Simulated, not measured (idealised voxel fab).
Module name: voxel tone inversion (process module)
The figure presents cross-section cut, which has a width of 250 nm and is divided into square cells with an edge length of 5 nm.
When this document writes out a cross-section, it uses a grid of square cells and lists it as bands, beginning at the top and moving down, with a band standing for one or more rows of cells. Basically the band line says how high the top is and how high the bottom is, in nm, and then what's in it from left to right, every material with its width in nm. Empty space shows up as "blank", and if a single material carries "edge to edge" it runs the full band edge to edge. The level at which height equals 0 is the one under which the wafer, as it arrives, is entirely one material. No lower edge exists for the bottom band, which continues downward and is notated as in "0 and below". Width "30->40": first value at the band's top row of cells, second value at its bottom row, equal change from row to row. Step note "everything unchanged" = no cross-section cell changed. Closed empty spaces (no open way to the top) of 8 cells or more are what "Closed internal voids" lists, each as width x height at distance from the left edge, nm for all three. The remark found on a step's line after its settings is issued by the simulator itself and pertains to that step. overlay nm: where the mask lay relative to plan, measured to the right, on steps with a mask; negatives go left.
-- The planned process steps are enumerated hereunder
- 1: RECEIVE, material Si
- 2: CONFORMAL_DEP, material SiN, thk nm 5
- 3: DIRECTIONAL_DEP, material aC, thk nm 20
- 4: PATTERN, tone cover, mask id POSTS, material resist, width nm 20, pitch nm 45, thk nm 30, overlay nm -15
- 5: DIRECTIONAL_ETCH, etch materials aC, depth nm 20
- 6: STRIP, etch materials resist
- 7: FILL_DEP, material SiO2, thk nm 5
- 8: CMP, height nm 25
- 9: STRIP, etch materials aC
- 10: CONFORMAL_DEP, material TiN, thk nm 5
- 11: FILL_DEP, material W, thk nm 5
- 12: CMP, height nm 25
- 13: CONFORMAL_DEP, material SiCN, thk nm 5
The plan's step 4 overlay nm is the first wafer's value; the wafers differ in this setting and start identical.
-- So this is the first of several wafers, cross-sectioned as it came to us, meaning it's at the end of step 1
* 0 and below  Si edge to edge
* Closed internal voids: none
-- End-of-module cross-section, first of several wafers, after last step 13
* 30 down to 25  SiCN edge to edge
* 25 down to 10  SiO2 (75), then TiN (5), then W (10), then TiN (5), then SiO2 (25), then TiN (5), then W (10), then TiN (5), then SiO2 (110)
* 10 down to 5  SiO2 (75), then TiN (20), then SiO2 (25), then TiN (20), then SiO2 (110)
* 5 down to 0  SiN edge to edge
* 0 and below  Si edge to edge
* Closed internal voids: none
-- Here's the last wafer cross-sectioned at the end of the module
* 30 down to 25  SiCN edge to edge
* 25 down to 10  SiO2 (105), then TiN (5), then W (10), then TiN (5), then SiO2 (25), then TiN (5), then W (10), then TiN (5), then SiO2 (80)
* 10 down to 5  SiO2 (105), then TiN (20), then SiO2 (25), then TiN (20), then SiO2 (80)
* 5 down to 0  SiN edge to edge
* 0 and below  Si edge to edge
* Closed internal voids: none
-- Wafer rows, end of module: cells per material gained (+) or lost (-) since receipt; closed voids last
overlay nm -15; +50 SiCN; +50 SiN; +168 SiO2; +20 TiN; +12 W; Closed internal voids: none
overlay nm -10; +50 SiCN; +50 SiN; +168 SiO2; +20 TiN; +12 W; Closed internal voids: none
overlay nm -5; +50 SiCN; +50 SiN; +168 SiO2; +20 TiN; +12 W; Closed internal voids: none
overlay nm 0; +50 SiCN; +50 SiN; +168 SiO2; +20 TiN; +12 W; Closed internal voids: none
overlay nm 5; +50 SiCN; +50 SiN; +168 SiO2; +20 TiN; +12 W; Closed internal voids: none
overlay nm 10; +50 SiCN; +50 SiN; +168 SiO2; +20 TiN; +12 W; Closed internal voids: none
overlay nm 15; +50 SiCN; +50 SiN; +168 SiO2; +20 TiN; +12 W; Closed internal voids: none
